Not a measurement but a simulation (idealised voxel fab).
Documented hereafter: the process module known as voxel released beams.
We display cut, a cross-section 180 nm in width whose square cells are each 5 nm.
Just so we're on the same page, the cross-sections are grids of square cells, and they're listed out in bands top to bottom, each band one or more rows deep.
Band: top height; bottom height; in nm. Then, left to right: material with width in nm, for each material. "everywhere": a single material spanning edge to edge. "empty": empty space.
A quick word on heights: they are counted from 0, and under that level the wafer as it came to us is one material throughout. The lowest band is different from the rest in having no bottom; it simply continues downward, written as in "z 0 and below".
A two-number width, for instance "30 to 40", indicates that the width is equal to the first number in the top row of the band and to the second number in the bottom row, and that it changes by a constant amount per row of cells.
Any step labelled "nothing altered" changed none of the cells in the cross-section.
Closed-off voids of 8+ cells (no open route to the top) go in "Sealed cavities", written width x height at distance from the left edge, in nm.
Where a step's line continues beyond its settings, the continuation is a remark by the simulator itself on that step.
overlay nm: right-of-plan distance of the mask on a masked step; negative values mean left-of-plan.
Steps in the process plan
1. RECEIVE | material Si
2. CONFORMAL_DEP | material SiN | thk nm 10
3. DIRECTIONAL_DEP | material SiO2 | thk nm 15
4. PATTERN | tone open | mask id ANCHOR | material resist | width nm 35 | thk nm 20 | overlay nm 0
5. DIRECTIONAL_ETCH | etch materials SiO2 | depth nm 15
6. STRIP | etch materials resist
7. CONFORMAL_DEP | material polySi | thk nm 10
8. PATTERN | tone cover | mask id BEAM | material resist | width nm 110 | thk nm 15 | overlay nm 0
9. DIRECTIONAL_ETCH | etch materials polySi | depth nm 10
10. STRIP | etch materials resist
11. STRIP | etch materials SiO2
Here's what the wafer looked like in cross-section when it arrived - that's after step 1
> z 0 and below | Si everywhere
> Sealed cavities: none
The following cross-section depicts the wafer upon conclusion of the module. Processing commenced from the starting condition illustrated above and adhered to the plan illustrated above, save for one mistake in execution
> z 25 to 15 | empty: 30; polySi: 15; empty: 15; polySi: 80; empty: 40
> z 15 to 10 | empty: 35; polySi: 10; empty: 15; polySi: 10; empty: 110
> z 10 to 0 | empty: 35; polySi: 35; empty: 110
> z 0 and below | Si everywhere
> Sealed cavities: none
Deviation noted in wafer processing: it should be noted that step 2 of the plan was omitted and was not performed
